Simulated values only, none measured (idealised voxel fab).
process module | voxel wiring stack
cross-section cut | 255 nm wide | cells 5 nm
A cross-section is a grid of square cells, given in bands from the top down. A band is one or more rows of cells.
Each band's line starts with the height of the band's top and of its bottom, in nm. Then come its materials from left to right, each with its width in nm. One material with "throughout" fills the band from edge to edge. "air" is empty space.
Height 0 is the level under which the wafer as received is all one material. The lowest band goes on downwards, as in "0 down".
A width such as "30 to 40" changes by the same amount from each row of cells to the next, from the band's top row to its bottom row.
"no change" after a step means that no cell of the cross-section changed.
closed voids: empty space of 8 cells or more with no open way to the top, each as width x height at its distance from the left edge, in nm
after a step's settings: what the simulator itself notes on the step
overlay nm, on a step with a mask: how far to the right of its planned place the mask lay; to the left if negative
plan
1 op RECEIVE | material Si
2 op CONFORMAL_DEP | material SiO2 | thk nm 15
3 op CONFORMAL_DEP | material SiCN | thk nm 5
4 op DIRECTIONAL_DEP | material lowk | thk nm 15
5 op DIRECTIONAL_DEP | material aC | thk nm 15
6 op PATTERN | tone open | mask id METAL_1 | material resist | width nm 25 | pitch nm 50 | thk nm 30 | overlay nm 0
7 op DIRECTIONAL_ETCH | etch materials aC | depth nm 15
8 op STRIP | etch materials resist
9 op DIRECTIONAL_ETCH | etch materials lowk | depth nm 15
10 op DIRECTIONAL_ETCH | etch materials SiCN | depth nm 5
11 op STRIP | etch materials aC
12 op CONFORMAL_DEP | material TiN | thk nm 5
13 op FILL_DEP | material Cu | thk nm 5
14 op CMP | height nm 25
15 op CONFORMAL_DEP | material SiCN | thk nm 5
16 op DIRECTIONAL_DEP | material lowk | thk nm 15
17 op DIRECTIONAL_DEP | material aC | thk nm 15
18 op PATTERN | tone open | mask id PLUG_1 | material resist | width nm 15 | pitch nm 50 | thk nm 35 | overlay nm 0
19 op DIRECTIONAL_ETCH | etch materials aC | depth nm 15
20 op STRIP | etch materials resist
21 op DIRECTIONAL_ETCH | etch materials lowk | depth nm 15
22 op DIRECTIONAL_ETCH | etch materials SiCN | depth nm 5
23 op STRIP | etch materials aC
24 op EPI | material Ru | thk nm 10
25 op EPI | material Ru | thk nm 10
26 op CONFORMAL_DEP | material SiN | thk nm 5
27 op DIRECTIONAL_DEP | material lowk | thk nm 15
28 op MASKED_ETCH | tone open | mask id METAL_2 | width nm 25 | pitch nm 50 | etch materials lowk | depth nm 15 | overlay nm 0
29 op MASKED_ETCH | tone open | mask id METAL_2 | width nm 25 | pitch nm 50 | etch materials SiN | depth nm 5 | overlay nm 0
30 op CONFORMAL_DEP | material TiN | thk nm 5
31 op FILL_DEP | material W | thk nm 5
32 op CMP | height nm 75
33 op CONFORMAL_DEP | material SiCN | thk nm 5
34 op DIRECTIONAL_DEP | material SiO2 | thk nm 15
35 op PATTERN | tone open | mask id PLUG_2 | material resist | width nm 15 | pitch nm 50 | thk nm 15 | overlay nm 0
36 op DIRECTIONAL_ETCH | etch materials SiO2 | depth nm 15
37 op DIRECTIONAL_ETCH | etch materials SiCN | depth nm 5
38 op STRIP | etch materials resist
39 op EPI | material Ru | thk nm 10
40 op EPI | material Ru | thk nm 10
41 op DIRECTIONAL_DEP | material TiN | thk nm 5
42 op DIRECTIONAL_DEP | material W | thk nm 15
43 op DIRECTIONAL_DEP | material aC | thk nm 10
44 op PATTERN | tone cover | mask id METAL_3 | material resist | width nm 25 | pitch nm 50 | thk nm 25 | overlay nm 0
45 op DIRECTIONAL_ETCH | etch materials aC | depth nm 10
46 op STRIP | etch materials resist
47 op DIRECTIONAL_ETCH | etch materials W | depth nm 15
48 op DIRECTIONAL_ETCH | etch materials TiN | depth nm 5
49 op STRIP | etch materials aC
50 op CONFORMAL_DEP | material SiCN | thk nm 5
51 op FILL_DEP | material SiO2 | thk nm 10
52 op CMP | height nm 115
53 op CONFORMAL_DEP | material SiCN | thk nm 5
varied across the wafers: height nm of step 14. The plan shows the first wafer's value. All wafers start alike
first wafer as received, after step 1
  0 down: Si throughout
  closed voids: none
each wafer at the end: cells of each material gained (+) or lost (-) since it was received, then its closed voids
height nm 25 | +6 Cu | +48 Ru | +235 SiCN | +41 SiN | +399 SiO2 | +91 TiN | +105 W | +299 lowk | closed voids: none
height nm 30 | +12 Cu | +48 Ru | +235 SiCN | +41 SiN | +399 SiO2 | +95 TiN | +54 W | +340 lowk | closed voids: none
height nm 35 | +18 Cu | +48 Ru | +235 SiCN | +41 SiN | +399 SiO2 | +54 TiN | +48 W | +381 lowk | closed voids: none
height nm 40 | +24 Cu | +48 Ru | +235 SiCN | +41 SiN | +399 SiO2 | +95 TiN | +42 W | +340 lowk | closed voids: none
height nm 45 | +75 Cu | +48 Ru | +235 SiCN | +41 SiN | +399 SiO2 | +91 TiN | +36 W | +299 lowk | closed voids: none
